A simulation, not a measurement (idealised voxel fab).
process module | voxel capacitor over wiring
cross-section cut | 220 nm wide | cells 5 nm
A cross-section is a grid of square cells, given in bands from the top down. A band is one or more rows of cells.
Each band's line starts with the height of the band's top and of its bottom, in nm. Then come its materials from left to right, each with its width in nm. One material with "throughout" fills the band from edge to edge. "air" is empty space.
Height 0 is the level under which the wafer as received is all one material. The lowest band goes on downwards, as in "0 down".
A width such as "30 to 40" changes by the same amount from each row of cells to the next, from the band's top row to its bottom row.
"no change" after a step means that no cell of the cross-section changed.
closed voids: empty space of 8 cells or more with no open way to the top, each as width x height at its distance from the left edge, in nm
after a step's settings: what the simulator itself notes on the step
overlay nm, on a step with a mask: how far to the right of its planned place the mask lay; to the left if negative
plan
1 op RECEIVE | material Si
2 op CONFORMAL_DEP | material SiO2 | thk nm 10
3 op CONFORMAL_DEP | material SiCN | thk nm 5
4 op DIRECTIONAL_DEP | material lowk | thk nm 20
5 op DIRECTIONAL_DEP | material aC | thk nm 15
6 op PATTERN | tone open | mask id METAL_1 | material resist | width nm 30 | pitch nm 90 | thk nm 30 | overlay nm 0
7 op DIRECTIONAL_ETCH | etch materials aC | depth nm 15
8 op STRIP | etch materials resist
9 op DIRECTIONAL_ETCH | etch materials lowk | depth nm 20
10 op DIRECTIONAL_ETCH | etch materials SiCN | depth nm 5
11 op STRIP | etch materials aC
12 op CONFORMAL_DEP | material TiN | thk nm 5
13 op FILL_DEP | material Cu | thk nm 10
14 op CMP | height nm 35
15 op CONFORMAL_DEP | material SiCN | thk nm 5
16 op DIRECTIONAL_DEP | material lowk | thk nm 10
17 op PATTERN | tone open | mask id PLUG_1 | material resist | width nm 15 | thk nm 15 | overlay nm 0
18 op DIRECTIONAL_ETCH | etch materials lowk | depth nm 10
19 op DIRECTIONAL_ETCH | etch materials SiCN | depth nm 5
20 op STRIP | etch materials resist
21 op CONFORMAL_DEP | material TiN | thk nm 5
22 op FILL_DEP | material Ru | thk nm 5
23 op CMP | height nm 50
24 op DIRECTIONAL_DEP | material TiN | thk nm 10
25 op DIRECTIONAL_DEP | material SiN | thk nm 5
26 op DIRECTIONAL_DEP | material TiN | thk nm 10
27 op DIRECTIONAL_DEP | material aC | thk nm 15
28 op PATTERN | tone cover | mask id UPPER_PLATE | material resist | width nm 65 | thk nm 35 | overlay nm 0
29 op DIRECTIONAL_ETCH | etch materials aC | depth nm 15
30 op STRIP | etch materials resist
31 op DIRECTIONAL_ETCH | etch materials TiN | depth nm 10
32 op DIRECTIONAL_ETCH | etch materials SiN | depth nm 5
33 op STRIP | etch materials aC
34 op PATTERN | tone cover | mask id LOWER_PLATE | material resist | width nm 75 | thk nm 20 | overlay nm 0
35 op DIRECTIONAL_ETCH | etch materials TiN | depth nm 10
36 op STRIP | etch materials resist
37 op FILL_DEP | material SiO2 | thk nm 15
38 op CMP | height nm 85
39 op DIRECTIONAL_DEP | material aC | thk nm 15
40 op PATTERN | tone open | mask id PLUG_2 | material resist | width nm 15 | thk nm 30 | overlay nm 0
41 op DIRECTIONAL_ETCH | etch materials aC | depth nm 15
42 op STRIP | etch materials resist
43 op DIRECTIONAL_ETCH | etch materials SiO2 | depth nm 10
44 op STRIP | etch materials aC
45 op CONFORMAL_DEP | material TiN | thk nm 5
46 op FILL_DEP | material Ru | thk nm 10
47 op CMP | height nm 85
48 op CONFORMAL_DEP | material SiN | thk nm 5
as received, after step 1
  0 down: Si throughout
  closed voids: none
a wafer at the end: this start, this plan, one mistake
  90 to 85: SiN throughout
  85 to 75: Ru throughout
  75 to 65: Ru 65 | TiN 65 | Ru 90
  65 to 60: Ru 65 | SiN 65 | Ru 90
  60 to 50: Ru 60 | TiN 75 | Ru 85
  50 to 40: lowk 65 | TiN 5 | Ru 5 | TiN 5 | lowk 140
  40 to 35: SiCN 65 | TiN 15 | SiCN 140
  35 to 15: lowk 50 | TiN 5 | Cu 20 | TiN 5 | lowk 60 | TiN 5 | Cu 20 | TiN 5 | lowk 50
  15 to 10: SiCN 50 | TiN 30 | SiCN 60 | TiN 30 | SiCN 50
  10 to 0: SiO2 throughout
  0 down: Si throughout
  closed voids: none
what went wrong: step 37 ran as: op FILL_DEP | material Ru | thk nm 15
